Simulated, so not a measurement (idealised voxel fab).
The following is a process module called voxel capacitor over wiring.
Shown is cross-section cut, with a width of 235 nm and square cells of size 5 nm.
Cross-section, as written here: a square-cell grid given band by band from the top down, where a band holds one or more rows of cells.
Top height, bottom height, nm. Materials left to right, width each, nm. Single material + "throughout" = fills band edge to edge. "empty" = empty.
Heads up on the height convention: 0 is the point under which the incoming wafer is all one material, and the lowest band has no bottom, it just keeps going down, like "z 0 and below".
You'd read "30..40" like this: the band's top row of cells is as wide as the first number, its bottom row is as wide as the second, and going down, every row changes width by the same amount as the row before did.
Given "stayed the same" for a step, no cell of the cross-section differs between before and after that step.
Closed-off voids of 8+ cells (no open route to the top) go in "Sealed void inventory", written width x height at distance from the left edge, in nm.
The remark found on a step's line after its settings is issued by the simulator itself and pertains to that step.
overlay nm: right-of-plan distance of the mask on a masked step; negative values mean left-of-plan.

[Steps in the process plan]
1: op RECEIVE | material Si
2: op CONFORMAL_DEP | material SiO2 | thk nm 10
3: op CONFORMAL_DEP | material SiCN | thk nm 5
4: op DIRECTIONAL_DEP | material lowk | thk nm 20
5: op DIRECTIONAL_DEP | material aC | thk nm 15
6: op PATTERN | tone open | mask id METAL_1 | material resist | width nm 30 | pitch nm 85 | thk nm 30 | overlay nm 0
7: op DIRECTIONAL_ETCH | etch materials aC | depth nm 15
8: op STRIP | etch materials resist
9: op DIRECTIONAL_ETCH | etch materials lowk | depth nm 20
10: op DIRECTIONAL_ETCH | etch materials SiCN | depth nm 5
11: op STRIP | etch materials aC
12: op CONFORMAL_DEP | material TiN | thk nm 5
13: op FILL_DEP | material Ru | thk nm 10
14: op CMP | height nm 35
15: op CONFORMAL_DEP | material SiCN | thk nm 5
16: op DIRECTIONAL_DEP | material lowk | thk nm 10
17: op MASKED_ETCH | tone open | mask id PLUG_1 | width nm 15 | etch materials lowk | depth nm 10 | overlay nm 0
18: op MASKED_ETCH | tone open | mask id PLUG_1 | width nm 15 | etch materials SiCN | depth nm 5 | overlay nm 0
19: op EPI | material Ru | thk nm 10
20: op EPI | material Ru | thk nm 5
21: op DIRECTIONAL_DEP | material TiN | thk nm 10
22: op DIRECTIONAL_DEP | material HfO2 | thk nm 5
23: op DIRECTIONAL_DEP | material TiN | thk nm 5
24: op PATTERN | tone cover | mask id UPPER_PLATE | material resist | width nm 60 | thk nm 15 | overlay nm 0
25: op DIRECTIONAL_ETCH | etch materials TiN | depth nm 5
26: op DIRECTIONAL_ETCH | etch materials HfO2 | depth nm 5
27: op STRIP | etch materials resist
28: op PATTERN | tone cover | mask id LOWER_PLATE | material resist | width nm 70 | thk nm 20 | overlay nm 0
29: op DIRECTIONAL_ETCH | etch materials TiN | depth nm 10
30: op STRIP | etch materials resist
31: op FILL_DEP | material SiO2 | thk nm 20
32: op CMP | height nm 85
33: op DIRECTIONAL_DEP | material aC | thk nm 10
34: op PATTERN | tone open | mask id PLUG_2 | material resist | width nm 15 | thk nm 30 | overlay nm 0
35: op DIRECTIONAL_ETCH | etch materials aC | depth nm 10
36: op STRIP | etch materials resist
37: op DIRECTIONAL_ETCH | etch materials SiO2 | depth nm 15
38: op STRIP | etch materials aC
39: op CONFORMAL_DEP | material TiN | thk nm 5
40: op FILL_DEP | material Cu | thk nm 5
41: op CMP | height nm 85
42: op CONFORMAL_DEP | material SiN | thk nm 5

[First of two wafers - as planned]

[Cross-section, incoming material, after step 1]
	z 0 and below  Si throughout
	Sealed void inventory: none

[After step 2: wafer cross-section]
	z 10 to 0  SiO2 throughout
	Nothing below the height 0 has changed.

[After step 3: wafer cross-section]
	z 15 to 10  SiCN throughout
	Nothing below the height 10 has changed.

[After step 4: wafer cross-section]
	z 35 to 15  lowk throughout
	Nothing below the height 15 has changed.

[After step 5: wafer cross-section]
	z 50 to 35  aC throughout
	Nothing below the height 35 has changed.

[After step 6: wafer cross-section]
	z 80 to 50  resist (60), then empty (30), then resist (55), then empty (30), then resist (60)
	Nothing below the height 50 has changed.

[After step 7: wafer cross-section]
	z 65 to 50  resist (60), then empty (30), then resist (55), then empty (30), then resist (60)
	z 50 to 35  aC (60), then empty (30), then aC (55), then empty (30), then aC (60)
	Nothing below the height 35 has changed.

[After step 8: wafer cross-section]
	z 50 to 35  aC (60), then empty (30), then aC (55), then empty (30), then aC (60)
	Nothing below the height 35 has changed.

[After step 9: wafer cross-section]
	z 50 to 35  aC (60), then empty (30), then aC (55), then empty (30), then aC (60)
	z 35 to 15  lowk (60), then empty (30), then lowk (55), then empty (30), then lowk (60)
	Nothing below the height 15 has changed.

[After step 10: wafer cross-section]
	z 50 to 35  aC (60), then empty (30), then aC (55), then empty (30), then aC (60)
	z 35 to 15  lowk (60), then empty (30), then lowk (55), then empty (30), then lowk (60)
	z 15 to 10  SiCN (60), then empty (30), then SiCN (55), then empty (30), then SiCN (60)
	Nothing below the height 10 has changed.

[After step 11: wafer cross-section]
	z 35 to 15  lowk (60), then empty (30), then lowk (55), then empty (30), then lowk (60)
	Nothing below the height 15 has changed.

[After step 12: wafer cross-section]
	z 40 to 35  TiN (65), then empty (20), then TiN (65), then empty (20), then TiN (65)
	z 35 to 15  lowk (60), then TiN (5), then empty (20), then TiN (5), then lowk (55), then TiN (5), then empty (20), then TiN (5), then lowk (60)
	z 15 to 10  SiCN (60), then TiN (30), then SiCN (55), then TiN (30), then SiCN (60)
	Nothing below the height 10 has changed.

[After step 13: wafer cross-section]
	z 50 to 40  Ru throughout
	z 40 to 35  TiN (65), then Ru (20), then TiN (65), then Ru (20), then TiN (65)
	z 35 to 15  lowk (60), then TiN (5), then Ru (20), then TiN (5), then lowk (55), then TiN (5), then Ru (20), then TiN (5), then lowk (60)
	Nothing below the height 15 has changed.

[After step 14: wafer cross-section]
	z 35 to 15  lowk (60), then TiN (5), then Ru (20), then TiN (5), then lowk (55), then TiN (5), then Ru (20), then TiN (5), then lowk (60)
	Nothing below the height 15 has changed.

[After step 15: wafer cross-section]
	z 40 to 35  SiCN throughout
	Nothing below the height 35 has changed.

[After step 16: wafer cross-section]
	z 50 to 40  lowk throughout
	Nothing below the height 40 has changed.

[After step 17: wafer cross-section]
	z 50 to 40  lowk (75), then empty (15), then lowk (145)
	Nothing below the height 40 has changed.

[After step 18: wafer cross-section]
	z 50 to 40  lowk (75), then empty (15), then lowk (145)
	z 40 to 35  SiCN (75), then empty (15), then SiCN (145)
	Nothing below the height 35 has changed.

[After step 19: wafer cross-section]
	z 50 to 45  lowk (75), then empty (15), then lowk (145)
	z 45 to 40  lowk (75), then Ru (15), then lowk (145)
	z 40 to 35  SiCN (75), then Ru (15), then SiCN (145)
	Nothing below the height 35 has changed.

[After step 20: wafer cross-section]
	z 50 to 40  lowk (75), then Ru (15), then lowk (145)
	Nothing below the height 40 has changed.

[After step 21: wafer cross-section]
	z 60 to 50  TiN throughout
	Nothing below the height 50 has changed.

[After step 22: wafer cross-section]
	z 65 to 60  HfO2 throughout
	Nothing below the height 60 has changed.

[After step 23: wafer cross-section]
	z 70 to 65  TiN throughout
	Nothing below the height 65 has changed.

[After step 24: wafer cross-section]
	z 85 to 70  empty (75), then resist (60), then empty (100)
	Nothing below the height 70 has changed.

[After step 25: wafer cross-section]
	z 85 to 70  empty (75), then resist (60), then empty (100)
	z 70 to 65  empty (75), then TiN (60), then empty (100)
	Nothing below the height 65 has changed.

[After step 26: wafer cross-section]
	z 85 to 70  empty (75), then resist (60), then empty (100)
	z 70 to 65  empty (75), then TiN (60), then empty (100)
	z 65 to 60  empty (75), then HfO2 (60), then empty (100)
	Nothing below the height 60 has changed.

[After step 27: wafer cross-section]
	z 70 to 65  empty (75), then TiN (60), then empty (100)
	Nothing below the height 65 has changed.

[After step 28: wafer cross-section]
	z 90 to 70  empty (70), then resist (70), then empty (95)
	z 70 to 65  empty (70), then resist (5), then TiN (60), then resist (5), then empty (95)
	z 65 to 60  empty (70), then resist (5), then HfO2 (60), then resist (5), then empty (95)
	Nothing below the height 60 has changed.

[After step 29: wafer cross-section]
	z 90 to 70  empty (70), then resist (70), then empty (95)
	z 70 to 65  empty (70), then resist (5), then TiN (60), then resist (5), then empty (95)
	z 65 to 60  empty (70), then resist (5), then HfO2 (60), then resist (5), then empty (95)
	z 60 to 50  empty (70), then TiN (70), then empty (95)
	Nothing below the height 50 has changed.

[After step 30: wafer cross-section]
	z 70 to 65  empty (75), then TiN (60), then empty (100)
	z 65 to 60  empty (75), then HfO2 (60), then empty (100)
	Nothing below the height 60 has changed.

[After step 31: wafer cross-section]
	z 90 to 70  SiO2 throughout
	z 70 to 65  SiO2 (75), then TiN (60), then SiO2 (100)
	z 65 to 60  SiO2 (75), then HfO2 (60), then SiO2 (100)
	z 60 to 50  SiO2 (70), then TiN (70), then SiO2 (95)
	Nothing below the height 50 has changed.

[After step 32: wafer cross-section]
	z 85 to 70  SiO2 throughout
	Nothing below the height 70 has changed.

[After step 33: wafer cross-section]
	z 95 to 85  aC throughout
	Nothing below the height 85 has changed.

[After step 34: wafer cross-section]
	z 125 to 95  resist (85), then empty (15), then resist (135)
	Nothing below the height 95 has changed.

[After step 35: wafer cross-section]
	z 115 to 95  resist (85), then empty (15), then resist (135)
	z 95 to 85  aC (85), then empty (15), then aC (135)
	Nothing below the height 85 has changed.

[After step 36: wafer cross-section]
	z 95 to 85  aC (85), then empty (15), then aC (135)
	Nothing below the height 85 has changed.

[After step 37: wafer cross-section]
	z 95 to 85  aC (85), then empty (15), then aC (135)
	z 85 to 70  SiO2 (85), then empty (15), then SiO2 (135)
	Nothing below the height 70 has changed.

[After step 38: wafer cross-section]
	z 85 to 70  SiO2 (85), then empty (15), then SiO2 (135)
	Nothing below the height 70 has changed.

[After step 39: wafer cross-section]
	z 90 to 85  TiN (90), then empty (5), then TiN (140)
	z 85 to 75  SiO2 (85), then TiN (5), then empty (5), then TiN (5), then SiO2 (135)
	z 75 to 65  SiO2 (85..75), then TiN (15..60), then SiO2 (135..100)
	Nothing below the height 65 has changed.

[After step 40: wafer cross-section]
	z 95 to 90  Cu throughout
	z 90 to 85  TiN (90), then Cu (5), then TiN (140)
	z 85 to 75  SiO2 (85), then TiN (5), then Cu (5), then TiN (5), then SiO2 (135)
	Nothing below the height 75 has changed.

[After step 41: wafer cross-section]
	z 85 to 75  SiO2 (85), then TiN (5), then Cu (5), then TiN (5), then SiO2 (135)
	Nothing below the height 75 has changed.

[After step 42: wafer cross-section]
	z 90 to 85  SiN throughout
	Nothing below the height 85 has changed.

[Okay, second wafer. Nothing different at the start, nothing different in the plan, just one mistake somewhere in the running. As far as step 13, counting that step, it's the first wafer all over again]

[Cross-section of the second wafer at the time step 14 of the plan should have ended]
	z 30 to 15  lowk (60), then TiN (5), then Ru (20), then TiN (5), then lowk (55), then TiN (5), then Ru (20), then TiN (5), then lowk (60)
	Nothing below the height 15 has changed.

[Cross-section of the second wafer at the time step 15 of the plan should have ended]
	z 35 to 30  SiCN throughout
	Nothing below the height 30 has changed.

[Cross-section of the second wafer at the time step 16 of the plan should have ended]
	z 45 to 35  lowk throughout
	Nothing below the height 35 has changed.

[Cross-section of the second wafer at the time step 17 of the plan should have ended]
	z 45 to 35  lowk (75), then empty (15), then lowk (145)
	Nothing below the height 35 has changed.

[Cross-section of the second wafer at the time step 18 of the plan should have ended]
	z 45 to 35  lowk (75), then empty (15), then lowk (145)
	z 35 to 30  SiCN (75), then empty (15), then SiCN (145)
	Nothing below the height 30 has changed.

[Cross-section of the second wafer at the time step 19 of the plan should have ended]
	z 45 to 40  lowk (75), then empty (15), then lowk (145)
	z 40 to 35  lowk (75), then Ru (15), then lowk (145)
	z 35 to 30  SiCN (75), then Ru (15), then SiCN (145)
	Nothing below the height 30 has changed.

[Cross-section of the second wafer at the time step 20 of the plan should have ended]
	z 45 to 35  lowk (75), then Ru (15), then lowk (145)
	Nothing below the height 35 has changed.

[Cross-section of the second wafer at the time step 21 of the plan should have ended]
	z 55 to 45  TiN throughout
	Nothing below the height 45 has changed.

[Cross-section of the second wafer at the time step 22 of the plan should have ended]
	z 60 to 55  HfO2 throughout
	Nothing below the height 55 has changed.

[Cross-section of the second wafer at the time step 23 of the plan should have ended]
	z 65 to 60  TiN throughout
	Nothing below the height 60 has changed.

[Cross-section of the second wafer at the time step 24 of the plan should have ended]
	z 80 to 65  empty (75), then resist (60), then empty (100)
	Nothing below the height 65 has changed.

[Cross-section of the second wafer at the time step 25 of the plan should have ended]
	z 80 to 65  empty (75), then resist (60), then empty (100)
	z 65 to 60  empty (75), then TiN (60), then empty (100)
	Nothing below the height 60 has changed.

[Cross-section of the second wafer at the time step 26 of the plan should have ended]
	z 80 to 65  empty (75), then resist (60), then empty (100)
	z 65 to 60  empty (75), then TiN (60), then empty (100)
	z 60 to 55  empty (75), then HfO2 (60), then empty (100)
	Nothing below the height 55 has changed.

[Cross-section of the second wafer at the time step 27 of the plan should have ended]
	z 65 to 60  empty (75), then TiN (60), then empty (100)
	Nothing below the height 60 has changed.

[Cross-section of the second wafer at the time step 28 of the plan should have ended]
	z 85 to 65  empty (70), then resist (70), then empty (95)
	z 65 to 60  empty (70), then resist (5), then TiN (60), then resist (5), then empty (95)
	z 60 to 55  empty (70), then resist (5), then HfO2 (60), then resist (5), then empty (95)
	Nothing below the height 55 has changed.

[Cross-section of the second wafer at the time step 29 of the plan should have ended]
	z 85 to 65  empty (70), then resist (70), then empty (95)
	z 65 to 60  empty (70), then resist (5), then TiN (60), then resist (5), then empty (95)
	z 60 to 55  empty (70), then resist (5), then HfO2 (60), then resist (5), then empty (95)
	z 55 to 45  empty (70), then TiN (70), then empty (95)
	Nothing below the height 45 has changed.

[Cross-section of the second wafer at the time step 30 of the plan should have ended]
	z 65 to 60  empty (75), then TiN (60), then empty (100)
	z 60 to 55  empty (75), then HfO2 (60), then empty (100)
	Nothing below the height 55 has changed.

[Cross-section of the second wafer at the time step 31 of the plan should have ended]
	z 85 to 65  SiO2 throughout
	z 65 to 60  SiO2 (75), then TiN (60), then SiO2 (100)
	z 60 to 55  SiO2 (75), then HfO2 (60), then SiO2 (100)
	z 55 to 45  SiO2 (70), then TiN (70), then SiO2 (95)
	Nothing below the height 45 has changed.

Cross-section of the second wafer at the time step 32 of the plan should have ended: stayed the same

[Cross-section of the second wafer at the time step 33 of the plan should have ended]
	z 95 to 85  aC throughout
	Nothing below the height 85 has changed.

[Cross-section of the second wafer at the time step 34 of the plan should have ended]
	z 125 to 95  resist (85), then empty (15), then resist (135)
	Nothing below the height 95 has changed.

[Cross-section of the second wafer at the time step 35 of the plan should have ended]
	z 115 to 95  resist (85), then empty (15), then resist (135)
	z 95 to 85  aC (85), then empty (15), then aC (135)
	Nothing below the height 85 has changed.

[Cross-section of the second wafer at the time step 36 of the plan should have ended]
	z 95 to 85  aC (85), then empty (15), then aC (135)
	Nothing below the height 85 has changed.

[Cross-section of the second wafer at the time step 37 of the plan should have ended]
	z 95 to 85  aC (85), then empty (15), then aC (135)
	z 85 to 70  SiO2 (85), then empty (15), then SiO2 (135)
	Nothing below the height 70 has changed.

[Cross-section of the second wafer at the time step 38 of the plan should have ended]
	z 85 to 70  SiO2 (85), then empty (15), then SiO2 (135)
	Nothing below the height 70 has changed.

[Cross-section of the second wafer at the time step 39 of the plan should have ended]
	z 90 to 85  TiN (90), then empty (5), then TiN (140)
	z 85 to 75  SiO2 (85), then TiN (5), then empty (5), then TiN (5), then SiO2 (135)
	z 75 to 70  SiO2 (85), then TiN (15), then SiO2 (135)
	Nothing below the height 70 has changed.

[Cross-section of the second wafer at the time step 40 of the plan should have ended]
	z 95 to 90  Cu throughout
	z 90 to 85  TiN (90), then Cu (5), then TiN (140)
	z 85 to 75  SiO2 (85), then TiN (5), then Cu (5), then TiN (5), then SiO2 (135)
	Nothing below the height 75 has changed.

[Cross-section of the second wafer at the time step 41 of the plan should have ended]
	z 85 to 75  SiO2 (85), then TiN (5), then Cu (5), then TiN (5), then SiO2 (135)
	Nothing below the height 75 has changed.

[Cross-section of the second wafer at the time step 42 of the plan should have ended]
	z 90 to 85  SiN throughout
	Nothing below the height 85 has changed.
The mistake made against the process plan was this: step 14 went in with a setting other than planned; the actual run was op CMP | height nm 30
The second wafer ends with more or fewer cells of some materials than the first, per final count: Ru -8; SiO2 +47; TiN -4; lowk -35
